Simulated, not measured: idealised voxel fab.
Presented below is a process module, voxel ribs on slabs.
The width of the displayed cross-section, cut, is 175 nm; its cells are square, with a size of 5 nm.
A cross-section in this document is a grid of square cells, and it is written down as bands, the top band listed before the ones below it; a band is made up of one or more rows of cells.
Quick guide to a band line: top height, bottom height (nm) up front; then every material left to right with its width in nm. Only one material and it's marked "everywhere"? Then it fills the band edge to edge. And "air" just means empty space.
Zero point of the height axis is 0; under it, received wafer = one material. Lowest band: continues down indefinitely, "z 0 and below".
Width "30..40": first value at the band's top row of cells, second value at its bottom row, equal change from row to row.
"same as before" after a step means that no cell of the cross-section changed.
Basically, "Fully enclosed voids" tells you about the enclosed voids: empty spaces with no open way to the top, 8 cells or bigger, each written width x height at distance, where distance is from the left edge, all in nm.
Formally, on a step line, whatever follows the settings is a remark that the simulator itself makes on the step.
For masked steps, "overlay nm" on the step line gives how far right of plan the mask actually lay; a minus sign means it lay to the left.
# Set out below are the planned steps of the process
step 1: RECEIVE (material Si)
step 2: DIRECTIONAL_DEP (material SiO2; thk nm 25)
step 3: DIRECTIONAL_DEP (material SiN; thk nm 25)
step 4: DIRECTIONAL_DEP (material aC; thk nm 10)
step 5: PATTERN (tone cover; mask id RIB; material resist; width nm 25; thk nm 25; overlay nm 0)
step 6: DIRECTIONAL_ETCH (etch materials aC; depth nm 10)
step 7: STRIP (etch materials resist)
step 8: DIRECTIONAL_ETCH (etch materials SiN; depth nm 20)
step 9: STRIP (etch materials aC)
step 10: PATTERN (tone cover; mask id SLAB; material resist; width nm 65; thk nm 20; overlay nm 0)
step 11: DIRECTIONAL_ETCH (etch materials SiN; depth nm 5)
step 12: STRIP (etch materials resist)
step 13: FILL_DEP (material SiO2; thk nm 25)
step 14: CMP (height nm 65)
step 15: DIRECTIONAL_DEP (material TiN; thk nm 5)
step 16: PATTERN (tone cover; mask id HEATER; material resist; width nm 35; thk nm 15; overlay nm 0)
step 17: DIRECTIONAL_ETCH (etch materials TiN; depth nm 5)
step 18: STRIP (etch materials resist)
step 19: CONFORMAL_DEP (material SiN; thk nm 5)
Wafers differ in thk nm at step 15; plan lists the first wafer's value; identical starting state.
# The as-received cross-section of the first of several wafers corresponds to the state after step 1
z 0 and below = Si everywhere
Fully enclosed voids: none
# The figure below presents a cross-section of the first of several wafers at the conclusion of the module, following its last step, step 19
z 75 to 70 = 65 of air | 45 of SiN | 65 of air
z 70 to 65 = 70 of SiN | 35 of TiN | 70 of SiN
z 65 to 50 = SiO2 everywhere
z 50 to 30 = 75 of SiO2 | 25 of SiN | 75 of SiO2
z 30 to 25 = 55 of SiO2 | 65 of SiN | 55 of SiO2
z 25 to 0 = SiO2 everywhere
z 0 and below = Si everywhere
Fully enclosed voids: none
# The final wafer, sectioned at module end
z 90 to 85 = 65 of air | 45 of SiN | 65 of air
z 85 to 80 = 70 of SiN | 35 of TiN | 70 of SiN
z 80 to 65 = TiN everywhere
z 65 to 50 = SiO2 everywhere
z 50 to 30 = 75 of SiO2 | 25 of SiN | 75 of SiO2
z 30 to 25 = 55 of SiO2 | 65 of SiN | 55 of SiO2
z 25 to 0 = SiO2 everywhere
z 0 and below = Si everywhere
Fully enclosed voids: none
# Tabulated below, wafer by wafer, are the end-of-module results: for each material, the number of cells gained (+) or lost (-) relative to the as-received state, followed by the closed voids
thk nm 5; +70 SiN; +422 SiO2; +7 TiN; Fully enclosed voids: none
thk nm 10; +70 SiN; +422 SiO2; +42 TiN; Fully enclosed voids: none
thk nm 15; +70 SiN; +422 SiO2; +77 TiN; Fully enclosed voids: none
thk nm 20; +70 SiN; +422 SiO2; +112 TiN; Fully enclosed voids: none
